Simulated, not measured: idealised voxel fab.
Process module name: voxel released beams
FYI the section here is cut, 200 nm wide, cells are 5 nm squares.
For the purposes of this document, a cross-section shall be understood as a grid of square cells, specified as bands listed in top-to-bottom order, each band consisting of one or more rows of cells.
The entry gives the band's vertical extent as a top height and a bottom height in nm, then its horizontal make-up as materials from left to right, each with a width in nm. "empty" stands for empty space; a single material marked "all across" fills the band edge to edge.
Below 0: as-received wafer, all one material; heights counted from there. Lowest band: no bottom, goes on down, written "0 -> down".
Width: "30 to 40" (first number = top row, second number = bottom row, same change from row to row of cells).
The designation "all unchanged", where it is given for a processing step, indicates that no cell of the cross-section was altered in the course of that step.
Heads up: "Entrapped void list" only lists the empty pockets with no open path to the top that are 8 cells or more, and it writes them as width x height at distance, distance from the left edge, in nm.
The remark found on a step's line after its settings is issued by the simulator itself and pertains to that step.
The optional step-line setting "overlay nm" applies to steps with a mask and quantifies how far to the right of its planned location the mask lay, a negative value indicating leftward placement.
### Planned step list for the process
- 1: RECEIVE [material Si]
- 2: CONFORMAL_DEP [material SiN] [thk nm 5]
- 3: DIRECTIONAL_DEP [material SiO2] [thk nm 20]
- 4: PATTERN [tone open] [mask id ANCHOR] [material resist] [width nm 35] [thk nm 20] [overlay nm 0]
- 5: DIRECTIONAL_ETCH [etch materials SiO2] [depth nm 20]
- 6: STRIP [etch materials resist]
- 7: CONFORMAL_DEP [material TiN] [thk nm 15]
- 8: MASKED_ETCH [tone cover] [mask id BEAM] [width nm 120] [etch materials TiN] [depth nm 15] [overlay nm -15]
- 9: STRIP [etch materials SiO2]
Keep in mind the plan's value for the overlay nm of step 8 comes from the first wafer; the wafers don't share that setting, but they do share the same starting point.
### The first of several wafers as received, shown in cross-section; this is its state after step 1
- 0 -> down = Si all across
- Entrapped void list: none
### The first of several wafers, seen in cross-section after the module's last step, step 9
- 40 -> 25 = empty 20, TiN 35, empty 5, TiN 80, empty 60
- 25 -> 20 = empty 40, TiN 15, empty 5, TiN 15, empty 125
- 20 -> 5 = empty 40, TiN 35, empty 125
- 5 -> 0 = SiN all across
- 0 -> down = Si all across
- Entrapped void list: none
### Cross-sectional depiction of the last of several wafers upon completion of the module
- 40 -> 25 = empty 50, TiN 5, empty 5, TiN 110, empty 30
- 25 -> 20 = empty 40, TiN 15, empty 5, TiN 15, empty 125
- 20 -> 5 = empty 40, TiN 35, empty 125
- 5 -> 0 = SiN all across
- 0 -> down = Si all across
- Entrapped void list: none
### Take any row and you have a wafer at the end of the module: how many cells of each material it has gained (+) or lost (-) since it was received, and then its closed voids
overlay nm -15, +40 SiN, +96 TiN, Entrapped void list: none
overlay nm -10, +40 SiN, +96 TiN, Entrapped void list: none
overlay nm -5, +40 SiN, +96 TiN, Entrapped void list: none
overlay nm 0, +40 SiN, +96 TiN, Entrapped void list: none
overlay nm 5, +40 SiN, +96 TiN, Entrapped void list: none
overlay nm 10, +40 SiN, +96 TiN, Entrapped void list: none
overlay nm 15, +40 SiN, +96 TiN, Entrapped void list: none
